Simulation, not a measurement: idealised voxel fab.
Title: Process Module voxel ribs on slabs
Square cell edge 5 nm, section width 225 nm, ID cut.
In this document a cross-section is written as a grid of square cells. It is given as a series of bands, listed from the top down, and a band is one or more rows of cells. Quick guide to a band line: top height, bottom height (nm) up front; then every material left to right with its width in nm. Only one material and it's marked "edge to edge"? Then it fills the band edge to edge. And "empty" just means empty space. Counting heights begins at 0, where everything beneath is, in the wafer as received, one material. The lowest band has no bottom; it goes on downwards, as "0 down" shows. Graded width ("30 to 40"): value in top row of band = first number; value in bottom row = second number; row-to-row change constant. "stayed the same" for a step: no cell of the cross-section changed in that step. "Non-vented voids" specifies each empty space that is not open to the top and that occupies no fewer than 8 cells, using the form width x height at distance, the distance measured from the left edge and all three quantities in nm. Read whatever lies past the settings on a step's line as the simulator's own remark about the step. When a step includes a mask, the "overlay nm" setting on its line states how far to the right of its planned place that mask lay, and negative values state how far to the left.

The planned process steps are enumerated hereunder:
1. RECEIVE: material Si
2. DIRECTIONAL_DEP: material SiO2, thk nm 25
3. DIRECTIONAL_DEP: material SiN, thk nm 15
4. DIRECTIONAL_DEP: material aC, thk nm 15
5. PATTERN: tone cover, mask id RIB, material resist, width nm 15, thk nm 35, overlay nm 0
6. DIRECTIONAL_ETCH: etch materials aC, depth nm 15
7. STRIP: etch materials resist
8. DIRECTIONAL_ETCH: etch materials SiN, depth nm 10
9. STRIP: etch materials aC
10. MASKED_ETCH: tone cover, mask id SLAB, width nm 55, etch materials SiN, depth nm 5, overlay nm 0
11. FILL_DEP: material SiO2, thk nm 20
12. CMP: height nm 55
13. DIRECTIONAL_DEP: material TiN, thk nm 5
14. PATTERN: tone cover, mask id HEATER, material resist, width nm 25, thk nm 20, overlay nm 0
15. DIRECTIONAL_ETCH: etch materials TiN, depth nm 5
16. STRIP: etch materials resist
17. CONFORMAL_DEP: material SiN, thk nm 10

Cross-sectional view of the wafer in its as-received condition, corresponding to the state after step 1:
  0 down | Si edge to edge
  Non-vented voids: none

The first of two wafers, cross-sectioned at the end of the module, with the run proceeding as planned:
  70 to 65 | 90 of empty / 45 of SiN / 90 of empty
  65 to 60 | SiN edge to edge
  60 to 55 | 100 of SiN / 25 of TiN / 100 of SiN
  55 to 40 | SiO2 edge to edge
  40 to 30 | 105 of SiO2 / 15 of SiN / 105 of SiO2
  30 to 25 | 85 of SiO2 / 55 of SiN / 85 of SiO2
  25 to 0 | SiO2 edge to edge
  0 down | Si edge to edge
  Non-vented voids: none

Second wafer through the module, sectioned at the end: same beginning and same plan as the first wafer, with one mistake in carrying it out:
  60 to 55 | 100 of empty / 25 of TiN / 100 of empty
  55 to 40 | SiO2 edge to edge
  40 to 30 | 105 of SiO2 / 15 of SiN / 105 of SiO2
  30 to 25 | 85 of SiO2 / 55 of SiN / 85 of SiO2
  25 to 0 | SiO2 edge to edge
  0 down | Si edge to edge
  Non-vented voids: none
Against the plan, the run slipped here: yeah, step 17 of the plan got skipped, never ran
Final difference in cells, second wafer against first, listed per material as more or fewer: SiN: 94 fewer
